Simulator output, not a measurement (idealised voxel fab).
Presented below is a process module, voxel gate over fins.
180 nm wide, 5 nm square cells: that's cross-section cut.
Cross-sections here: square-cell grids, written as top-down lists of bands, a band being one or more rows of cells. The entry gives the band's vertical extent as a top height and a bottom height in nm, then its horizontal make-up as materials from left to right, each with a width in nm. "empty" stands for empty space; a single material marked "full width" fills the band edge to edge. Heights are measured from 0, the level below which the as-received wafer is all one material; the lowest band has no bottom and continues downward, written as in "0 nm and below". With a width like "30 to 40", each row of cells in the band differs from the next by the same amount, the top row carrying the first number and the bottom row the second. Basically "remained unchanged" means that step didn't change any cell in the cross-section. "Trapped cavities" means: voids of 8 cells or more that are shut off from the top with no open way through. Written width x height at distance, distance from the left edge, in nm. If you see something after the settings on a step's line, that's the simulator's own remark about that step. On any step carrying a mask, the "overlay nm" setting, if present on the step's line, tells how far right of its planned place the mask lay; negative values point to the left.

The planned process steps are enumerated hereunder:
1. RECEIVE, material Si
2. CONFORMAL_DEP, material SiN, thk nm 5
3. DIRECTIONAL_DEP, material aC, thk nm 15
4. PATTERN, tone cover, mask id FINS, material resist, width nm 15, pitch nm 40, thk nm 35, overlay nm 0
5. DIRECTIONAL_ETCH, etch materials aC, depth nm 15
6. STRIP, etch materials resist
7. DIRECTIONAL_ETCH, etch materials SiN, depth nm 5
8. DIRECTIONAL_ETCH, etch materials Si, depth nm 30
9. STRIP, etch materials aC
10. FILL_DEP, material SiO2, thk nm 10
11. CMP, height nm 5
12. SELECTIVE_ETCH, etch materials SiO2, depth nm 15
13. STRIP, etch materials SiN
14. CONFORMAL_DEP, material HfO2, thk nm 5
15. CONFORMAL_DEP, material TiN, thk nm 5
16. FILL_DEP, material W, thk nm 10
17. CMP, height nm 15
18. CONFORMAL_DEP, material SiCN, thk nm 5

Delivered wafer in cross-section: state after step 1:
0 nm and below | Si full width
Trapped cavities: none

Wafer cross-section at module end: first of two, run to plan:
20 nm to 15 nm | SiCN full width
15 nm to 10 nm | W full width
10 nm to 5 nm | W=10; TiN=35; W=5; TiN=35; W=5; TiN=35; W=5; TiN=35; W=15
5 nm to 0 nm | W=10; TiN=5; HfO2=25; TiN=5; W=5; TiN=5; HfO2=25; TiN=5; W=5; TiN=5; HfO2=25; TiN=5; W=5; TiN=5; HfO2=25; TiN=5; W=15
0 nm to -5 nm | TiN=15; HfO2=5; Si=15; HfO2=5; TiN=15; HfO2=5; Si=15; HfO2=5; TiN=15; HfO2=5; Si=15; HfO2=5; TiN=15; HfO2=5; Si=15; HfO2=5; TiN=20
-5 nm to -10 nm | HfO2=20; Si=15; HfO2=25; Si=15; HfO2=25; Si=15; HfO2=25; Si=15; HfO2=25
-10 nm to -30 nm | SiO2=20; Si=15; SiO2=25; Si=15; SiO2=25; Si=15; SiO2=25; Si=15; SiO2=25
-30 nm and below | Si full width
Trapped cavities: none

Cross-sectional image of the second wafer of the two following completion of the module. Starting state and process plan were the same as for the first wafer; one execution error occurred:
20 nm to 15 nm | SiCN full width
15 nm to 10 nm | W full width
10 nm to 5 nm | TiN full width
5 nm to 0 nm | HfO2=25; TiN=5; HfO2=35; TiN=5; HfO2=35; TiN=5; HfO2=35; TiN=5; HfO2=30
0 nm to -5 nm | Si=20; HfO2=5; TiN=5; HfO2=5; Si=25; HfO2=5; TiN=5; HfO2=5; Si=25; HfO2=5; TiN=5; HfO2=5; Si=25; HfO2=5; TiN=5; HfO2=5; Si=25
-5 nm to -10 nm | Si=20; HfO2=15; Si=25; HfO2=15; Si=25; HfO2=15; Si=25; HfO2=15; Si=25
-10 nm to -30 nm | Si=20; SiO2=15; Si=25; SiO2=15; Si=25; SiO2=15; Si=25; SiO2=15; Si=25
-30 nm and below | Si full width
Trapped cavities: none
Processing error: in deviation from the planned setting, step 4 was conducted as PATTERN, tone open, mask id FINS, material resist, width nm 15, pitch nm 40, thk nm 35, overlay nm 0
Final difference in cells, second wafer against first, listed per material as more or fewer: Si: 72 more, SiO2: 48 fewer, TiN: 8 fewer, W: 16 fewer
